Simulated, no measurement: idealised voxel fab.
Process module, titled voxel transistor to metal
Pictured: cross-section cut, 145 nm wide, on a grid of 5 nm square cells.
Bands, listed from the top down, are how a cross-section gets written in this document; the cross-section itself is a grid of square cells, and a band is one or more rows of them.
Per band: top height and bottom height in nm, followed by the left-to-right materials and their widths in nm; "edge to edge" marks a single material spanning edge to edge, "empty" marks empty space.
A quick word on heights: they are counted from 0, and under that level the wafer as it came to us is one material throughout. The lowest band is different from the rest in having no bottom; it simply continues downward, written as in "0 down".
Graded width ("30..40"): value in top row of band = first number; value in bottom row = second number; row-to-row change constant.
Basically "remains unaltered" means that step didn't change any cell in the cross-section.
Enclosed voids (no open way to top), threshold 8 cells or more, entry "Closed internal voids", notation width x height at distance, distance from left edge, nm.
Read whatever lies past the settings on a step's line as the simulator's own remark about the step.
Steps that use a mask can have "overlay nm" on their line. It says how far the mask sat to the right of where it was meant to be. Negative means to the left.
Set out below are the planned steps of the process
1. RECEIVE with material Si
2. CONFORMAL_DEP with material SiO2, thk nm 5
3. CONFORMAL_DEP with material SiN, thk nm 10
4. DIRECTIONAL_DEP with material aC, thk nm 10
5. PATTERN with tone cover, mask id ACTIVE, material resist, width nm 105, thk nm 25, overlay nm 0
6. DIRECTIONAL_ETCH with etch materials aC, depth nm 10
7. STRIP with etch materials resist
8. DIRECTIONAL_ETCH with etch materials SiN, depth nm 10
9. DIRECTIONAL_ETCH with etch materials SiO2, depth nm 5
10. DIRECTIONAL_ETCH with etch materials Si, depth nm 25
11. STRIP with etch materials aC
12. FILL_DEP with material SiO2, thk nm 15
13. CMP with height nm 15
14. SELECTIVE_ETCH with etch materials SiO2, depth nm 5
15. STRIP with etch materials SiN
16. SELECTIVE_ETCH with etch materials SiO2, depth nm 5
17. OXIDIZE with depth nm 5
18. DIRECTIONAL_DEP with material polySi, thk nm 30
19. DIRECTIONAL_DEP with material SiCN, thk nm 10
20. MASKED_ETCH with tone cover, mask id GATE, width nm 25, etch materials SiCN, depth nm 20, overlay nm 0
21. MASKED_ETCH with tone cover, mask id GATE, width nm 25, etch materials polySi, depth nm 40, overlay nm 0
22. CONFORMAL_DEP with material SiO2, thk nm 5
23. DIRECTIONAL_ETCH with etch materials SiO2, depth nm 5
24. CONFORMAL_DEP with material SiN, thk nm 10
25. DIRECTIONAL_ETCH with etch materials SiN, depth nm 10
26. DIRECTIONAL_ETCH with etch materials SiO2, depth nm 5
27. DIRECTIONAL_ETCH with etch materials Si, depth nm 5
28. EPI with material nSi, thk nm 10
29. FILL_DEP with material SiO2, thk nm 10
30. CMP with height nm 40
31. DIRECTIONAL_DEP with material SiO2, thk nm 15
32. MASKED_ETCH with tone open, mask id CONTACT, width nm 15, pitch nm 80, etch materials SiO2, depth nm 50, overlay nm 0
33. CONFORMAL_DEP with material TiN, thk nm 5
34. FILL_DEP with material Ru, thk nm 10
35. CMP with height nm 55
36. CONFORMAL_DEP with material SiCN, thk nm 5
37. DIRECTIONAL_DEP with material lowk, thk nm 25
38. DIRECTIONAL_DEP with material aC, thk nm 15
39. PATTERN with tone open, mask id METAL_1, material resist, width nm 15, pitch nm 80, thk nm 30, overlay nm 0
40. DIRECTIONAL_ETCH with etch materials aC, depth nm 15
41. STRIP with etch materials resist
42. DIRECTIONAL_ETCH with etch materials lowk, depth nm 25
43. DIRECTIONAL_ETCH with etch materials SiCN, depth nm 5
44. STRIP with etch materials aC
45. CONFORMAL_DEP with material TiN, thk nm 5
46. FILL_DEP with material Cu, thk nm 10
47. CMP with height nm 85
48. CONFORMAL_DEP with material SiCN, thk nm 5
49. DIRECTIONAL_DEP with material SiO2, thk nm 25
50. DIRECTIONAL_DEP with material aC, thk nm 10
51. PATTERN with tone open, mask id METAL_2, material resist, width nm 15, pitch nm 80, thk nm 30, overlay nm 0
52. DIRECTIONAL_ETCH with etch materials aC, depth nm 10
53. STRIP with etch materials resist
54. DIRECTIONAL_ETCH with etch materials SiO2, depth nm 15
55. STRIP with etch materials aC
56. DIRECTIONAL_DEP with material aC, thk nm 15
57. PATTERN with tone open, mask id METAL_2_HOLES, material resist, width nm 15, pitch nm 80, thk nm 30, overlay nm 0
58. DIRECTIONAL_ETCH with etch materials aC, depth nm 15
59. STRIP with etch materials resist
60. DIRECTIONAL_ETCH with etch materials SiO2, depth nm 10
61. DIRECTIONAL_ETCH with etch materials SiCN, depth nm 5
62. STRIP with etch materials aC
63. CONFORMAL_DEP with material TiN, thk nm 5
64. FILL_DEP with material Cu, thk nm 10
65. CMP with height nm 115
66. CONFORMAL_DEP with material SiCN, thk nm 5
As-received wafer cross-section (after step 1)
  0 down: Si edge to edge
  Closed internal voids: none
Cross-sectional image of the first of two wafers at the end of the module, the run having proceeded as planned
  120 to 115: SiCN edge to edge
  115 to 90: SiO2 (25), then TiN (5), then Cu (5), then TiN (5), then SiO2 (65), then TiN (5), then Cu (5), then TiN (5), then SiO2 (25)
  90 to 85: SiCN (25), then TiN (15), then SiCN (65), then TiN (15), then SiCN (25)
  85 to 60: lowk (25), then TiN (5), then Cu (5), then TiN (5), then lowk (65), then TiN (5), then Cu (5), then TiN (5), then lowk (25)
  60 to 55: SiCN (25), then TiN (15), then SiCN (65), then TiN (15), then SiCN (25)
  55 to 40: SiO2 (25), then TiN (5), then Ru (5), then TiN (5), then SiO2 (65), then TiN (5), then Ru (5), then TiN (5), then SiO2 (25)
  40 to 30: SiO2 (25), then TiN (5), then Ru (5), then TiN (5), then SiO2 (5), then SiN (10), then SiO2 (5), then SiCN (25), then SiO2 (5), then SiN (10), then SiO2 (5), then TiN (5), then Ru (5), then TiN (5), then SiO2 (25)
  30 to 10: SiO2 (25), then TiN (5), then Ru (5), then TiN (5), then SiO2 (5), then SiN (10), then SiO2 (5), then polySi (25), then SiO2 (5), then SiN (10), then SiO2 (5), then TiN (5), then Ru (5), then TiN (5), then SiO2 (25)
  10 to 5: SiO2 (25), then TiN (15), then SiO2 (5), then SiN (10), then SiO2 (5), then polySi (25), then SiO2 (5), then SiN (10), then SiO2 (5), then TiN (15), then SiO2 (25)
  5 to 0: SiO2 (20), then SiN (10), then nSi (15), then SiN (10), then SiO2 (5), then polySi (25), then SiO2 (5), then SiN (10), then nSi (15), then SiN (10), then SiO2 (20)
  0 to -5: SiO2 (30), then nSi (15), then SiO2 (55), then nSi (15), then SiO2 (30)
  -5 to -10: SiO2 (20), then Si (10), then nSi (15), then Si (55), then nSi (15), then Si (10), then SiO2 (20)
  -10 to -25: SiO2 (20), then Si (105), then SiO2 (20)
  -25 down: Si edge to edge
  Closed internal voids: none
Second of two wafers, module complete, sectioned: it shares the first wafer's start and plan but was run with one mistake
  120 to 115: SiCN edge to edge
  115 to 90: SiO2 (25), then TiN (5), then Cu (5), then TiN (5), then SiO2 (65), then TiN (5), then Cu (5), then TiN (5), then SiO2 (25)
  90 to 85: SiCN (25), then TiN (15), then SiCN (65), then TiN (15), then SiCN (25)
  85 to 60: lowk (25), then TiN (5), then Cu (5), then TiN (5), then lowk (65), then TiN (5), then Cu (5), then TiN (5), then lowk (25)
  60 to 55: SiCN (25), then TiN (15), then SiCN (65), then TiN (15), then SiCN (25)
  55 to 40: SiO2 (25), then TiN (5), then Ru (5), then TiN (5), then SiO2 (65), then TiN (5), then Ru (5), then TiN (5), then SiO2 (25)
  40 to 30: SiO2 (25), then TiN (5), then Ru (5), then TiN (5), then SiO2 (5), then SiN (10), then SiO2 (5), then SiCN (25), then SiO2 (5), then SiN (10), then SiO2 (5), then TiN (5), then Ru (5), then TiN (5), then SiO2 (25)
  30 to 10: SiO2 (25), then TiN (5), then Ru (5), then TiN (5), then SiO2 (5), then SiN (10), then SiO2 (5), then polySi (25), then SiO2 (5), then SiN (10), then SiO2 (5), then TiN (5), then Ru (5), then TiN (5), then SiO2 (25)
  10 to 5: SiO2 (25), then TiN (15), then SiO2 (5), then SiN (10), then SiO2 (5), then polySi (25), then SiO2 (5), then SiN (10), then SiO2 (5), then TiN (15), then SiO2 (25)
  5 to 0: SiO2 (15), then SiN (10), then SiO2 (10), then nSi (10), then SiN (10), then SiO2 (5), then polySi (25), then SiO2 (5), then SiN (10), then nSi (10), then SiO2 (10), then SiN (10), then SiO2 (15)
  0 to -5: SiO2 (25), then nSi (20), then SiO2 (55), then nSi (20), then SiO2 (25)
  -5 to -10: SiO2 (25), then nSi (20), then Si (55), then nSi (20), then SiO2 (25)
  -10 to -25: SiO2 (20), then Si (105), then SiO2 (20)
  -25 down: Si edge to edge
  Closed internal voids: none
what went wrong: steps 14 and 15: order swapped relative to plan
Count the cells at the end and the second wafer has more or fewer of some materials than the first: Si: 4 fewer, SiO2: 2 more, nSi: 2 more
